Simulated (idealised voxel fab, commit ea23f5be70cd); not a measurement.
Process module heading - voxel ribs on slabs
Shown is cross-section cut, with a width of 235 nm and square cells of size 5 nm.
The cross-sections in this document take the form of a grid made of square cells. They are written out as bands, in order from top to bottom. Each band consists of one or more rows of cells. Top, bottom (nm), then materials left to right with widths (nm); lone material tagged "everywhere" fills the whole band edge to edge; "air" = empty space. It should be noted that heights are counted from 0, beneath which the wafer as supplied is of one material throughout, and that the lowest band possesses no lower boundary but continues downward, as written in "top 0, no bottom". Think of "30..40" as a width that walks from the first number to the second as you go down the band, top row to bottom row, taking equal-sized steps from row to row. You'll sometimes find "nothing got changed" written for a step, and that's the way of saying that nowhere in the cross-section did a cell change during that step. For the entry "Enclosed cavities", the listed items are empty spaces with no open way to the top whose size is 8 cells or more; each item follows the pattern width x height at distance, where distance is from the left edge and all three are in nm. That trailing text on a step's line, after the settings, is the simulator's own remark on the step. "overlay nm" on a masked step: distance the mask lay right of its planned place, negative for left.
The process steps that were planned are listed below:
1,RECEIVE [material Si]
2,DIRECTIONAL_DEP [material SiO2] [thk nm 30]
3,DIRECTIONAL_DEP [material polySi] [thk nm 15]
4,MASKED_ETCH [tone cover] [mask id RIB] [width nm 30] [etch materials polySi] [depth nm 10] [overlay nm 0]
5,PATTERN [tone cover] [mask id SLAB] [material resist] [width nm 90] [thk nm 15] [overlay nm 0]
6,DIRECTIONAL_ETCH [etch materials polySi] [depth nm 5]
7,STRIP [etch materials resist]
8,FILL_DEP [material SiO2] [thk nm 15]
9,CMP [height nm 55]
10,DIRECTIONAL_DEP [material TiN] [thk nm 5]
11,DIRECTIONAL_DEP [material aC] [thk nm 10]
12,PATTERN [tone cover] [mask id HEATER] [material resist] [width nm 40] [thk nm 25] [overlay nm 0]
13,DIRECTIONAL_ETCH [etch materials aC] [depth nm 10]
14,STRIP [etch materials resist]
15,DIRECTIONAL_ETCH [etch materials TiN] [depth nm 5]
16,STRIP [etch materials aC]
17,CONFORMAL_DEP [material SiN] [thk nm 10]
The first of the two wafers, which ran as planned:
As received (post step 1): cross-section:
- top 0, no bottom  Si everywhere
- Enclosed cavities: none
Step 2 done - wafer cross-section:
- top 30, bottom 0  SiO2 everywhere
- Anything lower than 0 is untouched.
Step 3 done - wafer cross-section:
- top 45, bottom 30  polySi everywhere
- Anything lower than 30 is untouched.
Step 4 done - wafer cross-section:
- top 45, bottom 35  air: 100 | polySi: 30 | air: 105
- Anything lower than 35 is untouched.
Step 5 done - wafer cross-section:
- top 60, bottom 45  air: 70 | resist: 90 | air: 75
- top 45, bottom 35  air: 70 | resist: 30 | polySi: 30 | resist: 30 | air: 75
- Anything lower than 35 is untouched.
Step 6 done - wafer cross-section:
- top 60, bottom 45  air: 70 | resist: 90 | air: 75
- top 45, bottom 35  air: 70 | resist: 30 | polySi: 30 | resist: 30 | air: 75
- top 35, bottom 30  air: 70 | polySi: 90 | air: 75
- Anything lower than 30 is untouched.
Step 7 done - wafer cross-section:
- top 45, bottom 35  air: 100 | polySi: 30 | air: 105
- Anything lower than 35 is untouched.
Step 8 done - wafer cross-section:
- top 60, bottom 45  SiO2 everywhere
- top 45, bottom 35  SiO2: 100 | polySi: 30 | SiO2: 105
- top 35, bottom 30  SiO2: 70 | polySi: 90 | SiO2: 75
- Anything lower than 30 is untouched.
Step 9 done - wafer cross-section:
- top 55, bottom 45  SiO2 everywhere
- Anything lower than 45 is untouched.
Step 10 done - wafer cross-section:
- top 60, bottom 55  TiN everywhere
- Anything lower than 55 is untouched.
Step 11 done - wafer cross-section:
- top 70, bottom 60  aC everywhere
- Anything lower than 60 is untouched.
Step 12 done - wafer cross-section:
- top 95, bottom 70  air: 95 | resist: 40 | air: 100
- Anything lower than 70 is untouched.
Step 13 done - wafer cross-section:
- top 85, bottom 70  air: 95 | resist: 40 | air: 100
- top 70, bottom 60  air: 95 | aC: 40 | air: 100
- Anything lower than 60 is untouched.
Step 14 done - wafer cross-section:
- top 70, bottom 60  air: 95 | aC: 40 | air: 100
- Anything lower than 60 is untouched.
Step 15 done - wafer cross-section:
- top 70, bottom 60  air: 95 | aC: 40 | air: 100
- top 60, bottom 55  air: 95 | TiN: 40 | air: 100
- Anything lower than 55 is untouched.
Step 16 done - wafer cross-section:
- top 60, bottom 55  air: 95 | TiN: 40 | air: 100
- Anything lower than 55 is untouched.
Step 17 done - wafer cross-section:
- top 70, bottom 65  air: 85 | SiN: 60 | air: 90
- top 65, bottom 60  SiN everywhere
- top 60, bottom 55  SiN: 95 | TiN: 40 | SiN: 100
- Anything lower than 55 is untouched.
The second wafer: identical to the first at the outset and in its planned sequence, differing only in that one mistake was made during processing; up to and including step 3, its path is the first wafer's path:
Second wafer shown in cross-section at the time step 4 was slated to end:
- top 45, bottom 35  polySi: 100 | air: 30 | polySi: 105
- Anything lower than 35 is untouched.
Second wafer shown in cross-section at the time step 5 was slated to end:
- top 60, bottom 45  air: 70 | resist: 90 | air: 75
- top 45, bottom 35  polySi: 100 | resist: 30 | polySi: 105
- Anything lower than 35 is untouched.
Second wafer shown in cross-section at the time step 6 was slated to end:
- top 60, bottom 45  air: 70 | resist: 90 | air: 75
- top 45, bottom 40  air: 70 | polySi: 30 | resist: 30 | polySi: 30 | air: 75
- Anything lower than 40 is untouched.
Second wafer shown in cross-section at the time step 7 was slated to end:
- top 45, bottom 40  air: 70 | polySi: 30 | air: 30 | polySi: 30 | air: 75
- top 40, bottom 35  polySi: 100 | air: 30 | polySi: 105
- Anything lower than 35 is untouched.
Second wafer shown in cross-section at the time step 8 was slated to end:
- top 60, bottom 45  SiO2 everywhere
- top 45, bottom 40  SiO2: 70 | polySi: 30 | SiO2: 30 | polySi: 30 | SiO2: 75
- top 40, bottom 35  polySi: 100 | SiO2: 30 | polySi: 105
- Anything lower than 35 is untouched.
Second wafer shown in cross-section at the time step 9 was slated to end:
- top 55, bottom 45  SiO2 everywhere
- Anything lower than 45 is untouched.
Second wafer shown in cross-section at the time step 10 was slated to end:
- top 60, bottom 55  TiN everywhere
- Anything lower than 55 is untouched.
Second wafer shown in cross-section at the time step 11 was slated to end:
- top 70, bottom 60  aC everywhere
- Anything lower than 60 is untouched.
Second wafer shown in cross-section at the time step 12 was slated to end:
- top 95, bottom 70  air: 95 | resist: 40 | air: 100
- Anything lower than 70 is untouched.
Second wafer shown in cross-section at the time step 13 was slated to end:
- top 85, bottom 70  air: 95 | resist: 40 | air: 100
- top 70, bottom 60  air: 95 | aC: 40 | air: 100
- Anything lower than 60 is untouched.
Second wafer shown in cross-section at the time step 14 was slated to end:
- top 70, bottom 60  air: 95 | aC: 40 | air: 100
- Anything lower than 60 is untouched.
Second wafer shown in cross-section at the time step 15 was slated to end:
- top 70, bottom 60  air: 95 | aC: 40 | air: 100
- top 60, bottom 55  air: 95 | TiN: 40 | air: 100
- Anything lower than 55 is untouched.
Second wafer shown in cross-section at the time step 16 was slated to end:
- top 60, bottom 55  air: 95 | TiN: 40 | air: 100
- Anything lower than 55 is untouched.
Second wafer shown in cross-section at the time step 17 was slated to end:
- top 70, bottom 65  air: 85 | SiN: 60 | air: 90
- top 65, bottom 60  SiN everywhere
- top 60, bottom 55  SiN: 95 | TiN: 40 | SiN: 100
- Anything lower than 55 is untouched.
Misprocessing identified: step 4, actual vs plan mismatch, actual run MASKED_ETCH [tone open] [mask id RIB] [width nm 30] [etch materials polySi] [depth nm 10] [overlay nm 0]
Final comparison by cell count, materials where the second wafer has more or fewer than the first: -70 SiO2; +70 polySi
